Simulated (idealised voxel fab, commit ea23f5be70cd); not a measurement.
Presented below is a process module, voxel capacitor over wiring.
Displayed cross-section: cut, width of 290 nm, square cells sized 5 nm.
We lay out every cross-section as a grid of square cells and spell it out in bands from the top down, where one band means one or more rows of cells. Heights first: top, then bottom, in nm. Then materials, left to right, each with a width in nm. "full width" on a single material: fills the band edge to edge. "empty": empty space. We count height from 0. Below that, the starting wafer is all one material. The lowest band never ends at the bottom but goes on down; see "0 and below" for how that is written. Width: "30..40" (first number = top row, second number = bottom row, same change from row to row of cells). "nothing altered" (step): cross-section cells unchanged, all of them. This entry, "Fully enclosed voids", enumerates those empty regions of no fewer than 8 cells that possess no open connection to the top. Each region is reported in the form width x height at distance, the distance being taken from the left edge, with all three quantities expressed in nm. It should be noted that, on the line of a given step, the content following the step's settings is a remark produced by the simulator itself with respect to that step. "overlay nm", when on a step's line for a step with a mask, measures how far to the right of its planned place the mask lay; a negative measure means to the left.

Below is the list of planned process steps
1 RECEIVE [material Si]
2 CONFORMAL_DEP [material SiO2] [thk nm 15]
3 DIRECTIONAL_DEP [material TiN] [thk nm 5]
4 DIRECTIONAL_DEP [material W] [thk nm 25]
5 DIRECTIONAL_DEP [material aC] [thk nm 15]
6 PATTERN [tone cover] [mask id METAL_1] [material resist] [width nm 30] [pitch nm 90] [thk nm 30] [overlay nm 0]
7 DIRECTIONAL_ETCH [etch materials aC] [depth nm 15]
8 STRIP [etch materials resist]
9 DIRECTIONAL_ETCH [etch materials W] [depth nm 25]
10 DIRECTIONAL_ETCH [etch materials TiN] [depth nm 5]
11 STRIP [etch materials aC]
12 FILL_DEP [material SiO2] [thk nm 5]
13 CMP [height nm 45]
14 CONFORMAL_DEP [material SiCN] [thk nm 5]
15 DIRECTIONAL_DEP [material lowk] [thk nm 20]
16 MASKED_ETCH [tone open] [mask id PLUG_1] [width nm 15] [etch materials lowk] [depth nm 20] [overlay nm 0]
17 MASKED_ETCH [tone open] [mask id PLUG_1] [width nm 15] [etch materials SiCN] [depth nm 5] [overlay nm 0]
18 CONFORMAL_DEP [material TiN] [thk nm 5]
19 FILL_DEP [material W] [thk nm 10]
20 CMP [height nm 70]
21 DIRECTIONAL_DEP [material TiN] [thk nm 10]
22 DIRECTIONAL_DEP [material Al2O3] [thk nm 5]
23 DIRECTIONAL_DEP [material TiN] [thk nm 10]
24 DIRECTIONAL_DEP [material aC] [thk nm 15]
25 PATTERN [tone cover] [mask id UPPER_PLATE] [material resist] [width nm 65] [thk nm 35] [overlay nm 0]
26 DIRECTIONAL_ETCH [etch materials aC] [depth nm 15]
27 STRIP [etch materials resist]
28 DIRECTIONAL_ETCH [etch materials TiN] [depth nm 10]
29 DIRECTIONAL_ETCH [etch materials Al2O3] [depth nm 5]
30 STRIP [etch materials aC]
31 PATTERN [tone cover] [mask id LOWER_PLATE] [material resist] [width nm 75] [thk nm 15] [overlay nm 0]
32 DIRECTIONAL_ETCH [etch materials TiN] [depth nm 10]
33 STRIP [etch materials resist]
34 FILL_DEP [material SiO2] [thk nm 15]
35 CMP [height nm 105]
36 MASKED_ETCH [tone open] [mask id PLUG_2] [width nm 15] [etch materials SiO2] [depth nm 10] [overlay nm 0]
37 CONFORMAL_DEP [material TiN] [thk nm 5]
38 FILL_DEP [material Cu] [thk nm 5]
39 CMP [height nm 105]
40 CONFORMAL_DEP [material SiCN] [thk nm 5]

Incoming wafer, cross-sectional view, post step 1
  0 and below: Si full width
  Fully enclosed voids: none

Final cross-section, module run with one mistake (start and plan as above)
  110 down to 105: SiCN full width
  105 down to 100: SiO2 110 nm; TiN 5 nm; Cu 5 nm; TiN 5 nm; SiO2 165 nm
  100 down to 95: SiO2 110 nm; TiN 15 nm; SiO2 165 nm
  95 down to 90: SiO2 full width
  90 down to 80: SiO2 100 nm; TiN 65 nm; SiO2 125 nm
  80 down to 70: SiO2 95 nm; TiN 75 nm; SiO2 120 nm
  70 down to 50: lowk 100 nm; TiN 5 nm; W 5 nm; TiN 5 nm; lowk 175 nm
  50 down to 45: SiCN 100 nm; TiN 15 nm; SiCN 175 nm
  45 down to 20: SiO2 85 nm; W 30 nm; SiO2 60 nm; W 30 nm; SiO2 85 nm
  20 down to 15: SiO2 85 nm; TiN 30 nm; SiO2 60 nm; TiN 30 nm; SiO2 85 nm
  15 down to 0: SiO2 full width
  0 and below: Si full width
  Fully enclosed voids: none
Short version of what went wrong: yeah, step 22 of the plan got skipped, never ran
